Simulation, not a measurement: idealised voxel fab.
The document below concerns the process module designated voxel wiring stack.
Section shown: cut. Width: 200 nm. Cell size: 5 nm, square.
Notation: cross-section as square-cell grid; stated in bands, top first, going down; one or more cell rows per band.
Each band's line starts with the height of the band's top and of its bottom, in nm. Then come its materials from left to right, each with its width in nm. One material with "everywhere" fills the band from edge to edge. "air" is empty space.
Heights are expressed relative to 0, this being the level below which the as-received wafer comprises one material exclusively. The lowest band is unbounded in the downward direction and is denoted as in "0 and below".
So if you see something like "30->40" for the width, read it as the top row of the band sitting at the first number and the bottom row at the second, with every row in between moving by the same amount as the last.
"remained unchanged" (step): cross-section cells unchanged, all of them.
"Trapped voids" contains a list of empty spaces, each no smaller than 8 cells and without an open way to the top, written in the form width x height at distance with the distance from the left edge and all three in nm.
Past the settings on a step's line: simulator remark, on that step.
overlay nm: where the mask lay relative to plan, measured to the right, on steps with a mask; negatives go left.

## The planned process steps are enumerated hereunder
1,RECEIVE,material Si
2,CONFORMAL_DEP,material SiO2,thk nm 10
3,DIRECTIONAL_DEP,material TiN,thk nm 5
4,DIRECTIONAL_DEP,material Ru,thk nm 25
5,PATTERN,tone cover,mask id METAL_1,material resist,width nm 30,pitch nm 45,thk nm 20,overlay nm 0
6,DIRECTIONAL_ETCH,etch materials Ru,depth nm 25
7,DIRECTIONAL_ETCH,etch materials TiN,depth nm 5
8,STRIP,etch materials resist
9,FILL_DEP,material SiO2,thk nm 10
10,CMP,height nm 40
11,CONFORMAL_DEP,material SiCN,thk nm 5
12,DIRECTIONAL_DEP,material lowk,thk nm 10
13,PATTERN,tone open,mask id PLUG_1,material resist,width nm 15,pitch nm 45,thk nm 15,overlay nm 0
14,DIRECTIONAL_ETCH,etch materials lowk,depth nm 10
15,DIRECTIONAL_ETCH,etch materials SiCN,depth nm 5
16,STRIP,etch materials resist
17,CONFORMAL_DEP,material TiN,thk nm 5
18,FILL_DEP,material Cu,thk nm 5
19,CMP,height nm 55
20,CONFORMAL_DEP,material SiCN,thk nm 5
21,DIRECTIONAL_DEP,material lowk,thk nm 25
22,PATTERN,tone open,mask id METAL_2,material resist,width nm 30,pitch nm 45,thk nm 15,overlay nm 0
23,DIRECTIONAL_ETCH,etch materials lowk,depth nm 25
24,DIRECTIONAL_ETCH,etch materials SiCN,depth nm 5
25,STRIP,etch materials resist
26,CONFORMAL_DEP,material TiN,thk nm 5
27,FILL_DEP,material Ru,thk nm 10
28,CMP,height nm 85
29,EPI,material Ru,thk nm 5
30,FILL_DEP,material SiCN,thk nm 5

## The following pertains to the first of two wafers, which was processed as planned

## So this is the incoming wafer in cross-section - it's already been through step 1
0 and below  Si everywhere
Trapped voids: none

## Sectional view: wafer, after step 2
10 down to 0  SiO2 everywhere
Nothing below the height 0 has changed.

## Sectional view: wafer, after step 3
15 down to 10  TiN everywhere
Nothing below the height 10 has changed.

## Sectional view: wafer, after step 4
40 down to 15  Ru everywhere
Nothing below the height 15 has changed.

## Sectional view: wafer, after step 5
60 down to 40  40 nm air / 30 nm resist / 15 nm air / 30 nm resist / 15 nm air / 30 nm resist / 40 nm air
Nothing below the height 40 has changed.

## Sectional view: wafer, after step 6
60 down to 40  40 nm air / 30 nm resist / 15 nm air / 30 nm resist / 15 nm air / 30 nm resist / 40 nm air
40 down to 15  40 nm air / 30 nm Ru / 15 nm air / 30 nm Ru / 15 nm air / 30 nm Ru / 40 nm air
Nothing below the height 15 has changed.

## Sectional view: wafer, after step 7
60 down to 40  40 nm air / 30 nm resist / 15 nm air / 30 nm resist / 15 nm air / 30 nm resist / 40 nm air
40 down to 15  40 nm air / 30 nm Ru / 15 nm air / 30 nm Ru / 15 nm air / 30 nm Ru / 40 nm air
15 down to 10  40 nm air / 30 nm TiN / 15 nm air / 30 nm TiN / 15 nm air / 30 nm TiN / 40 nm air
Nothing below the height 10 has changed.

## Sectional view: wafer, after step 8
40 down to 15  40 nm air / 30 nm Ru / 15 nm air / 30 nm Ru / 15 nm air / 30 nm Ru / 40 nm air
Nothing below the height 15 has changed.

## Sectional view: wafer, after step 9
50 down to 40  SiO2 everywhere
40 down to 15  40 nm SiO2 / 30 nm Ru / 15 nm SiO2 / 30 nm Ru / 15 nm SiO2 / 30 nm Ru / 40 nm SiO2
15 down to 10  40 nm SiO2 / 30 nm TiN / 15 nm SiO2 / 30 nm TiN / 15 nm SiO2 / 30 nm TiN / 40 nm SiO2
Nothing below the height 10 has changed.

## Sectional view: wafer, after step 10
40 down to 15  40 nm SiO2 / 30 nm Ru / 15 nm SiO2 / 30 nm Ru / 15 nm SiO2 / 30 nm Ru / 40 nm SiO2
Nothing below the height 15 has changed.

## Sectional view: wafer, after step 11
45 down to 40  SiCN everywhere
Nothing below the height 40 has changed.

## Sectional view: wafer, after step 12
55 down to 45  lowk everywhere
Nothing below the height 45 has changed.

## Sectional view: wafer, after step 13
70 down to 55  40 nm resist / 15 nm air / 30 nm resist / 15 nm air / 30 nm resist / 15 nm air / 55 nm resist
Nothing below the height 55 has changed.

## Sectional view: wafer, after step 14
70 down to 55  40 nm resist / 15 nm air / 30 nm resist / 15 nm air / 30 nm resist / 15 nm air / 55 nm resist
55 down to 45  40 nm lowk / 15 nm air / 30 nm lowk / 15 nm air / 30 nm lowk / 15 nm air / 55 nm lowk
Nothing below the height 45 has changed.

## Sectional view: wafer, after step 15
70 down to 55  40 nm resist / 15 nm air / 30 nm resist / 15 nm air / 30 nm resist / 15 nm air / 55 nm resist
55 down to 45  40 nm lowk / 15 nm air / 30 nm lowk / 15 nm air / 30 nm lowk / 15 nm air / 55 nm lowk
45 down to 40  40 nm SiCN / 15 nm air / 30 nm SiCN / 15 nm air / 30 nm SiCN / 15 nm air / 55 nm SiCN
Nothing below the height 40 has changed.

## Sectional view: wafer, after step 16
55 down to 45  40 nm lowk / 15 nm air / 30 nm lowk / 15 nm air / 30 nm lowk / 15 nm air / 55 nm lowk
Nothing below the height 45 has changed.

## Sectional view: wafer, after step 17
60 down to 55  45 nm TiN / 5 nm air / 40 nm TiN / 5 nm air / 40 nm TiN / 5 nm air / 60 nm TiN
55 down to 45  40 nm lowk / 5 nm TiN / 5 nm air / 5 nm TiN / 30 nm lowk / 5 nm TiN / 5 nm air / 5 nm TiN / 30 nm lowk / 5 nm TiN / 5 nm air / 5 nm TiN / 55 nm lowk
45 down to 40  40 nm SiCN / 15 nm TiN / 30 nm SiCN / 15 nm TiN / 30 nm SiCN / 15 nm TiN / 55 nm SiCN
Nothing below the height 40 has changed.

## Sectional view: wafer, after step 18
65 down to 60  Cu everywhere
60 down to 55  45 nm TiN / 5 nm Cu / 40 nm TiN / 5 nm Cu / 40 nm TiN / 5 nm Cu / 60 nm TiN
55 down to 45  40 nm lowk / 5 nm TiN / 5 nm Cu / 5 nm TiN / 30 nm lowk / 5 nm TiN / 5 nm Cu / 5 nm TiN / 30 nm lowk / 5 nm TiN / 5 nm Cu / 5 nm TiN / 55 nm lowk
Nothing below the height 45 has changed.

## Sectional view: wafer, after step 19
55 down to 45  40 nm lowk / 5 nm TiN / 5 nm Cu / 5 nm TiN / 30 nm lowk / 5 nm TiN / 5 nm Cu / 5 nm TiN / 30 nm lowk / 5 nm TiN / 5 nm Cu / 5 nm TiN / 55 nm lowk
Nothing below the height 45 has changed.

## Sectional view: wafer, after step 20
60 down to 55  SiCN everywhere
Nothing below the height 55 has changed.

## Sectional view: wafer, after step 21
85 down to 60  lowk everywhere
Nothing below the height 60 has changed.

## Sectional view: wafer, after step 22
100 down to 85  40 nm resist / 30 nm air / 15 nm resist / 30 nm air / 15 nm resist / 30 nm air / 40 nm resist
Nothing below the height 85 has changed.

## Sectional view: wafer, after step 23
100 down to 85  40 nm resist / 30 nm air / 15 nm resist / 30 nm air / 15 nm resist / 30 nm air / 40 nm resist
85 down to 60  40 nm lowk / 30 nm air / 15 nm lowk / 30 nm air / 15 nm lowk / 30 nm air / 40 nm lowk
Nothing below the height 60 has changed.

## Sectional view: wafer, after step 24
100 down to 85  40 nm resist / 30 nm air / 15 nm resist / 30 nm air / 15 nm resist / 30 nm air / 40 nm resist
85 down to 60  40 nm lowk / 30 nm air / 15 nm lowk / 30 nm air / 15 nm lowk / 30 nm air / 40 nm lowk
60 down to 55  40 nm SiCN / 30 nm air / 15 nm SiCN / 30 nm air / 15 nm SiCN / 30 nm air / 40 nm SiCN
Nothing below the height 55 has changed.

## Sectional view: wafer, after step 25
85 down to 60  40 nm lowk / 30 nm air / 15 nm lowk / 30 nm air / 15 nm lowk / 30 nm air / 40 nm lowk
Nothing below the height 60 has changed.

## Sectional view: wafer, after step 26
90 down to 85  45 nm TiN / 20 nm air / 25 nm TiN / 20 nm air / 25 nm TiN / 20 nm air / 45 nm TiN
85 down to 60  40 nm lowk / 5 nm TiN / 20 nm air / 5 nm TiN / 15 nm lowk / 5 nm TiN / 20 nm air / 5 nm TiN / 15 nm lowk / 5 nm TiN / 20 nm air / 5 nm TiN / 40 nm lowk
60 down to 55  40 nm SiCN / 30 nm TiN / 15 nm SiCN / 30 nm TiN / 15 nm SiCN / 30 nm TiN / 40 nm SiCN
Nothing below the height 55 has changed.

## Sectional view: wafer, after step 27
100 down to 90  Ru everywhere
90 down to 85  45 nm TiN / 20 nm Ru / 25 nm TiN / 20 nm Ru / 25 nm TiN / 20 nm Ru / 45 nm TiN
85 down to 60  40 nm lowk / 5 nm TiN / 20 nm Ru / 5 nm TiN / 15 nm lowk / 5 nm TiN / 20 nm Ru / 5 nm TiN / 15 nm lowk / 5 nm TiN / 20 nm Ru / 5 nm TiN / 40 nm lowk
Nothing below the height 60 has changed.

## Sectional view: wafer, after step 28
85 down to 60  40 nm lowk / 5 nm TiN / 20 nm Ru / 5 nm TiN / 15 nm lowk / 5 nm TiN / 20 nm Ru / 5 nm TiN / 15 nm lowk / 5 nm TiN / 20 nm Ru / 5 nm TiN / 40 nm lowk
Nothing below the height 60 has changed.

## Sectional view: wafer, after step 29
90 down to 85  35 nm air / 40 nm Ru / 5 nm air / 40 nm Ru / 5 nm air / 40 nm Ru / 35 nm air
Nothing below the height 85 has changed.

## Sectional view: wafer, after step 30
95 down to 90  SiCN everywhere
90 down to 85  35 nm SiCN / 40 nm Ru / 5 nm SiCN / 40 nm Ru / 5 nm SiCN / 40 nm Ru / 35 nm SiCN
Nothing below the height 85 has changed.

## Okay, second wafer. Nothing different at the start, nothing different in the plan, just one mistake somewhere in the running. As far as step 10, counting that step, it's the first wafer all over again

## Second wafer profile in section, at the moment step 11 of the plan was meant to be complete
50 down to 40  lowk everywhere
Nothing below the height 40 has changed.

## Second wafer profile in section, at the moment step 12 of the plan was meant to be complete
55 down to 50  SiCN everywhere
Nothing below the height 50 has changed.

## Second wafer profile in section, at the moment step 13 of the plan was meant to be complete
70 down to 55  40 nm resist / 15 nm air / 30 nm resist / 15 nm air / 30 nm resist / 15 nm air / 55 nm resist
Nothing below the height 55 has changed.

Second wafer profile in section, at the moment step 14 of the plan was meant to be complete: remained unchanged

## Second wafer profile in section, at the moment step 15 of the plan was meant to be complete
70 down to 55  40 nm resist / 15 nm air / 30 nm resist / 15 nm air / 30 nm resist / 15 nm air / 55 nm resist
55 down to 50  40 nm SiCN / 15 nm air / 30 nm SiCN / 15 nm air / 30 nm SiCN / 15 nm air / 55 nm SiCN
Nothing below the height 50 has changed.

## Second wafer profile in section, at the moment step 16 of the plan was meant to be complete
55 down to 50  40 nm SiCN / 15 nm air / 30 nm SiCN / 15 nm air / 30 nm SiCN / 15 nm air / 55 nm SiCN
Nothing below the height 50 has changed.

## Second wafer profile in section, at the moment step 17 of the plan was meant to be complete
60 down to 55  45 nm TiN / 5 nm air / 40 nm TiN / 5 nm air / 40 nm TiN / 5 nm air / 60 nm TiN
55 down to 50  40 nm SiCN / 15 nm TiN / 30 nm SiCN / 15 nm TiN / 30 nm SiCN / 15 nm TiN / 55 nm SiCN
Nothing below the height 50 has changed.

## Second wafer profile in section, at the moment step 18 of the plan was meant to be complete
65 down to 60  Cu everywhere
60 down to 55  45 nm TiN / 5 nm Cu / 40 nm TiN / 5 nm Cu / 40 nm TiN / 5 nm Cu / 60 nm TiN
Nothing below the height 55 has changed.

## Second wafer profile in section, at the moment step 19 of the plan was meant to be complete
55 down to 50  40 nm SiCN / 15 nm TiN / 30 nm SiCN / 15 nm TiN / 30 nm SiCN / 15 nm TiN / 55 nm SiCN
Nothing below the height 50 has changed.

## Second wafer profile in section, at the moment step 20 of the plan was meant to be complete
60 down to 55  SiCN everywhere
Nothing below the height 55 has changed.

## Second wafer profile in section, at the moment step 21 of the plan was meant to be complete
85 down to 60  lowk everywhere
Nothing below the height 60 has changed.

## Second wafer profile in section, at the moment step 22 of the plan was meant to be complete
100 down to 85  40 nm resist / 30 nm air / 15 nm resist / 30 nm air / 15 nm resist / 30 nm air / 40 nm resist
Nothing below the height 85 has changed.

## Second wafer profile in section, at the moment step 23 of the plan was meant to be complete
100 down to 85  40 nm resist / 30 nm air / 15 nm resist / 30 nm air / 15 nm resist / 30 nm air / 40 nm resist
85 down to 60  40 nm lowk / 30 nm air / 15 nm lowk / 30 nm air / 15 nm lowk / 30 nm air / 40 nm lowk
Nothing below the height 60 has changed.

## Second wafer profile in section, at the moment step 24 of the plan was meant to be complete
100 down to 85  40 nm resist / 30 nm air / 15 nm resist / 30 nm air / 15 nm resist / 30 nm air / 40 nm resist
85 down to 60  40 nm lowk / 30 nm air / 15 nm lowk / 30 nm air / 15 nm lowk / 30 nm air / 40 nm lowk
60 down to 55  40 nm SiCN / 30 nm air / 15 nm SiCN / 30 nm air / 15 nm SiCN / 30 nm air / 40 nm SiCN
Nothing below the height 55 has changed.

## Second wafer profile in section, at the moment step 25 of the plan was meant to be complete
85 down to 60  40 nm lowk / 30 nm air / 15 nm lowk / 30 nm air / 15 nm lowk / 30 nm air / 40 nm lowk
Nothing below the height 60 has changed.

## Second wafer profile in section, at the moment step 26 of the plan was meant to be complete
90 down to 85  45 nm TiN / 20 nm air / 25 nm TiN / 20 nm air / 25 nm TiN / 20 nm air / 45 nm TiN
85 down to 60  40 nm lowk / 5 nm TiN / 20 nm air / 5 nm TiN / 15 nm lowk / 5 nm TiN / 20 nm air / 5 nm TiN / 15 nm lowk / 5 nm TiN / 20 nm air / 5 nm TiN / 40 nm lowk
60 down to 50  40 nm SiCN / 30->15 nm TiN / 15->30 nm SiCN / 30->15 nm TiN / 15->30 nm SiCN / 30->15 nm TiN / 40->55 nm SiCN
Nothing below the height 50 has changed.

## Second wafer profile in section, at the moment step 27 of the plan was meant to be complete
100 down to 90  Ru everywhere
90 down to 85  45 nm TiN / 20 nm Ru / 25 nm TiN / 20 nm Ru / 25 nm TiN / 20 nm Ru / 45 nm TiN
85 down to 60  40 nm lowk / 5 nm TiN / 20 nm Ru / 5 nm TiN / 15 nm lowk / 5 nm TiN / 20 nm Ru / 5 nm TiN / 15 nm lowk / 5 nm TiN / 20 nm Ru / 5 nm TiN / 40 nm lowk
Nothing below the height 60 has changed.

## Second wafer profile in section, at the moment step 28 of the plan was meant to be complete
85 down to 60  40 nm lowk / 5 nm TiN / 20 nm Ru / 5 nm TiN / 15 nm lowk / 5 nm TiN / 20 nm Ru / 5 nm TiN / 15 nm lowk / 5 nm TiN / 20 nm Ru / 5 nm TiN / 40 nm lowk
Nothing below the height 60 has changed.

## Second wafer profile in section, at the moment step 29 of the plan was meant to be complete
90 down to 85  35 nm air / 40 nm Ru / 5 nm air / 40 nm Ru / 5 nm air / 40 nm Ru / 35 nm air
Nothing below the height 85 has changed.

## Second wafer profile in section, at the moment step 30 of the plan was meant to be complete
95 down to 90  SiCN everywhere
90 down to 85  35 nm SiCN / 40 nm Ru / 5 nm SiCN / 40 nm Ru / 5 nm SiCN / 40 nm Ru / 35 nm SiCN
Nothing below the height 85 has changed.
Run error: the run placed steps 11 and 12 each in the position the plan gave to the other
Counted in cells at the end, the second wafer holds more or fewer of these materials than the first: Cu: 6 fewer | TiN: 12 fewer | lowk: 18 more
